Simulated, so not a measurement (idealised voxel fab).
Process module heading - voxel trench capacitor
Pictured: cross-section cut, 250 nm wide, on a grid of 5 nm square cells.
A cross-section is written here as square cells arranged in a grid, and it is given in bands from the top down, each band taking up one or more rows of cells. Band: top height; bottom height; in nm. Then, left to right: material with width in nm, for each material. "throughout": a single material spanning edge to edge. "empty": empty space. Measure heights from 0. That's the level where, below it, the as-received wafer is all one material. The lowest band is bottomless and extends downward; write it as in "0..down". The notation "30 to 40" denotes a width that varies across the rows of cells in the band, beginning at the first number in the top row, finishing at the second number in the bottom row, and changing by an identical amount from each row to the next. "remains unaltered" for a step: no cell of the cross-section changed in that step. Reported under the label "Enclosed cavity list" are the empty spaces having no open way to the top and comprising 8 cells or more; the notation for each is width x height at distance, in which the distance is measured from the left edge and all three values are in nm. On a step's line, text after the settings is the simulator commenting on that step. overlay nm: for a step with a mask, the amount by which the mask lay right of where it was planned; a negative amount means left of it.
BELOW IS THE LIST OF PLANNED PROCESS STEPS
- 1: RECEIVE | material Si
- 2: CONFORMAL_DEP | material SiN | thk nm 10
- 3: PATTERN | tone open | mask id TRENCH | material resist | width nm 30 | pitch nm 55 | thk nm 15 | overlay nm -10
- 4: DIRECTIONAL_ETCH | etch materials SiN | depth nm 10
- 5: DIRECTIONAL_ETCH | etch materials Si | depth nm 40
- 6: STRIP | etch materials resist
- 7: CONFORMAL_DEP | material Al2O3 | thk nm 5
- 8: CONFORMAL_DEP | material TiN | thk nm 5
- 9: FILL_DEP | material W | thk nm 5
- 10: CMP | height nm 10
The wafers in this document start out alike and differ in the overlay nm applied at step 3; the plan shows the value used for the first wafer.
CROSS-SECTIONAL VIEW OF THE FIRST OF SEVERAL WAFERS IN THE AS-RECEIVED CONDITION, CORRESPONDING TO THE STATE FOLLOWING STEP 1
0..down | Si throughout
Enclosed cavity list: none
WAFER ROWS; END OF MODULE; CELLS PER MATERIAL SINCE RECEIPT: (+) GAINED, (-) LOST; THEN CLOSED VOIDS
overlay nm -10; +96 Al2O3; -192 Si; +52 SiN; +80 TiN; +64 W; Enclosed cavity list: none
overlay nm -5; +96 Al2O3; -192 Si; +52 SiN; +80 TiN; +64 W; Enclosed cavity list: none
overlay nm 0; +96 Al2O3; -192 Si; +52 SiN; +80 TiN; +64 W; Enclosed cavity list: none
overlay nm 5; +96 Al2O3; -192 Si; +52 SiN; +80 TiN; +64 W; Enclosed cavity list: none
overlay nm 10; +96 Al2O3; -192 Si; +52 SiN; +80 TiN; +64 W; Enclosed cavity list: none
overlay nm 15; +96 Al2O3; -192 Si; +52 SiN; +80 TiN; +64 W; Enclosed cavity list: none
